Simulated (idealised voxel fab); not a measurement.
The process module presented herein is designated voxel capacitor over wiring.
Section shown: cut. Width: 220 nm. Cell size: 5 nm, square.
In what follows, cross-sections appear as grids of square cells, described through bands that run from the top down, where every band is one or more rows of cells.
First you get the band's top height and its bottom height, in nm, and then the materials it's made of, left to right, with each width in nm. If you see a single material with "edge to edge", that one covers the band edge to edge. "empty" is empty space.
The reference from which all heights are counted is 0, the level beneath which the as-received wafer is entirely one material; the lowest band, having no lower bound, proceeds downward and is written after the example "0..down".
Graded width ("30 to 40"): value in top row of band = first number; value in bottom row = second number; row-to-row change constant.
Step marked "no change occurred"? Then no cell in the cross-section changed in it.
In "Closed-off voids" the enclosed voids are listed, meaning empty spaces of 8 cells or larger without any opening to the top. The form is width x height at distance, distance from the left edge, units nm.
Where a step's line continues beyond its settings, the continuation is a remark by the simulator itself on that step.
You can add "overlay nm" to a step's line. For a step with a mask, it describes how far the mask lay to the right of its planned position, and a negative number describes a lay to the left.

So here's the lineup of process steps we planned:
- 1: RECEIVE [material Si]
- 2: CONFORMAL_DEP [material SiO2] [thk nm 10]
- 3: CONFORMAL_DEP [material SiCN] [thk nm 5]
- 4: DIRECTIONAL_DEP [material lowk] [thk nm 15]
- 5: PATTERN [tone open] [mask id METAL_1] [material resist] [width nm 30] [pitch nm 85] [thk nm 15] [overlay nm 0]
- 6: DIRECTIONAL_ETCH [etch materials lowk] [depth nm 15]
- 7: DIRECTIONAL_ETCH [etch materials SiCN] [depth nm 5]
- 8: STRIP [etch materials resist]
- 9: CONFORMAL_DEP [material TiN] [thk nm 5]
- 10: FILL_DEP [material W] [thk nm 10]
- 11: CMP [height nm 30]
- 12: CONFORMAL_DEP [material SiCN] [thk nm 5]
- 13: DIRECTIONAL_DEP [material lowk] [thk nm 10]
- 14: DIRECTIONAL_DEP [material aC] [thk nm 15]
- 15: PATTERN [tone open] [mask id PLUG_1] [material resist] [width nm 15] [thk nm 30] [overlay nm 0]
- 16: DIRECTIONAL_ETCH [etch materials aC] [depth nm 15]
- 17: STRIP [etch materials resist]
- 18: DIRECTIONAL_ETCH [etch materials lowk] [depth nm 10]
- 19: DIRECTIONAL_ETCH [etch materials SiCN] [depth nm 5]
- 20: STRIP [etch materials aC]
- 21: EPI [material Ru] [thk nm 10]
- 22: EPI [material Ru] [thk nm 5]
- 23: DIRECTIONAL_DEP [material TiN] [thk nm 5]
- 24: DIRECTIONAL_DEP [material Al2O3] [thk nm 5]
- 25: DIRECTIONAL_DEP [material TiN] [thk nm 5]
- 26: PATTERN [tone cover] [mask id UPPER_PLATE] [material resist] [width nm 60] [thk nm 20] [overlay nm 0]
- 27: DIRECTIONAL_ETCH [etch materials TiN] [depth nm 5]
- 28: DIRECTIONAL_ETCH [etch materials Al2O3] [depth nm 5]
- 29: STRIP [etch materials resist]
- 30: DIRECTIONAL_DEP [material aC] [thk nm 15]
- 31: PATTERN [tone cover] [mask id LOWER_PLATE] [material resist] [width nm 70] [thk nm 30] [overlay nm 0]
- 32: DIRECTIONAL_ETCH [etch materials aC] [depth nm 15]
- 33: STRIP [etch materials resist]
- 34: DIRECTIONAL_ETCH [etch materials TiN] [depth nm 5]
- 35: STRIP [etch materials aC]
- 36: FILL_DEP [material SiO2] [thk nm 20]
- 37: CMP [height nm 75]
- 38: PATTERN [tone open] [mask id PLUG_2] [material resist] [width nm 15] [thk nm 15] [overlay nm 0]
- 39: DIRECTIONAL_ETCH [etch materials SiO2] [depth nm 15]
- 40: STRIP [etch materials resist]
- 41: CONFORMAL_DEP [material TiN] [thk nm 5]
- 42: FILL_DEP [material Cu] [thk nm 10]
- 43: CMP [height nm 75]
- 44: CONFORMAL_DEP [material SiN] [thk nm 5]

Incoming wafer, cross-sectional view, post step 1:
0..down  Si edge to edge
Closed-off voids: none

One mistake in running the module, otherwise start and plan as above: cross-section at the end:
80..75  SiN edge to edge
75..70  75 of SiO2 / 5 of TiN / 5 of Cu / 5 of TiN / 130 of SiO2
70..65  75 of SiO2 / 15 of TiN / 130 of SiO2
65..60  65 of SiO2 / 5 of TiN / 5 of SiO2 / 50 of TiN / 95 of SiO2
60..55  65 of SiO2 / 5 of Al2O3 / 5 of TiN / 50 of Al2O3 / 95 of SiO2
55..50  70 of Ru / 5 of Al2O3 / 145 of Ru
50..45  65 of TiN / 15 of Ru / 140 of TiN
45..40  65 of lowk / 15 of TiN / 140 of lowk
40..35  65 of lowk / 15 of Ru / 140 of lowk
35..30  65 of SiCN / 15 of Ru / 140 of SiCN
30..15  50 of lowk / 5 of TiN / 20 of W / 5 of TiN / 55 of lowk / 5 of TiN / 20 of W / 5 of TiN / 55 of lowk
15..10  50 of SiCN / 30 of TiN / 55 of SiCN / 30 of TiN / 55 of SiCN
10..0  SiO2 edge to edge
0..down  Si edge to edge
Closed-off voids: none
What went wrong in running the wafer? steps 22 and 23 run out of order (swapped)
